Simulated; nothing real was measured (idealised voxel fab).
A process module follows: voxel self aligned vias.
Cross-section cut spans 185 nm and uses square cells 5 nm in size.
Heads up, the way a cross-section reads in here is a grid of square cells, handed over as bands from the top down, with every band being one or more rows of cells.
A band entry consists of two parts. The first gives the height of the band's top and the height of its bottom, in nm. The rest lists the band's materials from left to right, each with its width in nm. A single material labelled with the word "throughout" fills the band from edge to edge, and the word "empty" marks empty space.
Height datum 0, below which the as-received substrate wafer is one material. Lowest band open at the bottom, running downward: "0 -> down".
Per-row width for "30 to 40": begins at first number (top row of band), ends at second number (bottom row), increment between rows held constant.
A step reported as "stayed the same" is a step in which no cell of the cross-section changed.
"Sealed void inventory" contains a list of empty spaces, each no smaller than 8 cells and without an open way to the top, written in the form width x height at distance with the distance from the left edge and all three in nm.
Read whatever lies past the settings on a step's line as the simulator's own remark about the step.
When a step includes a mask, the "overlay nm" setting on its line states how far to the right of its planned place that mask lay, and negative values state how far to the left.

**These are the steps we planned for the process**
step 1: RECEIVE [material Si]
step 2: CONFORMAL_DEP [material SiO2] [thk nm 15]
step 3: CONFORMAL_DEP [material SiCN] [thk nm 5]
step 4: DIRECTIONAL_DEP [material SiO2] [thk nm 20]
step 5: MASKED_ETCH [tone open] [mask id LINES] [width nm 25] [pitch nm 50] [etch materials SiO2] [depth nm 20] [overlay nm 0]
step 6: CONFORMAL_DEP [material TiN] [thk nm 5]
step 7: FILL_DEP [material W] [thk nm 10]
step 8: CMP [height nm 40]
step 9: SELECTIVE_ETCH [etch materials W Ru TiN] [depth nm 5]
step 10: FILL_DEP [material SiN] [thk nm 10]
step 11: CMP [height nm 40]
step 12: DIRECTIONAL_DEP [material SiO2] [thk nm 20]
step 13: MASKED_ETCH [tone open] [mask id VIAS] [width nm 35] [pitch nm 50] [etch materials SiO2] [depth nm 20] [overlay nm 0]
step 14: MASKED_ETCH [tone open] [mask id VIAS] [width nm 35] [pitch nm 50] [etch materials SiN] [depth nm 5] [overlay nm 0]
step 15: CONFORMAL_DEP [material TiN] [thk nm 5]
step 16: FILL_DEP [material Cu] [thk nm 10]
step 17: CMP [height nm 60]
step 18: CONFORMAL_DEP [material SiCN] [thk nm 5]

**Step 1 complete: cross-section of the wafer as received**
- 0 -> down: Si throughout
- Sealed void inventory: none

**The module was run from the start shown above using the plan shown above, but one mistake was made doing it; the resulting wafer cross-section is below**
- 65 -> 60: SiCN throughout
- 60 -> 45: SiO2=25 | TiN=5 | Cu=25 | TiN=5 | SiO2=15 | TiN=5 | Cu=25 | TiN=5 | SiO2=15 | TiN=5 | Cu=25 | TiN=5 | SiO2=25
- 45 -> 40: SiO2=25 | TiN=10 | Cu=10 | TiN=15 | SiO2=15 | TiN=10 | Cu=10 | TiN=15 | SiO2=15 | TiN=10 | Cu=10 | TiN=15 | SiO2=25
- 40 -> 35: SiO2=30 | TiN=20 | SiN=5 | SiO2=25 | TiN=20 | SiN=5 | SiO2=25 | TiN=20 | SiN=5 | SiO2=30
- 35 -> 25: SiO2=30 | TiN=5 | W=15 | TiN=5 | SiO2=25 | TiN=5 | W=15 | TiN=5 | SiO2=25 | TiN=5 | W=15 | TiN=5 | SiO2=30
- 25 -> 20: SiO2=30 | TiN=25 | SiO2=25 | TiN=25 | SiO2=25 | TiN=25 | SiO2=30
- 20 -> 15: SiCN throughout
- 15 -> 0: SiO2 throughout
- 0 -> down: Si throughout
- Sealed void inventory: none
Run error: step 14 ran with different settings than intended, the actual operation and settings being MASKED_ETCH [tone open] [mask id VIAS] [width nm 35] [pitch nm 50] [etch materials SiN] [depth nm 5] [overlay nm -10]
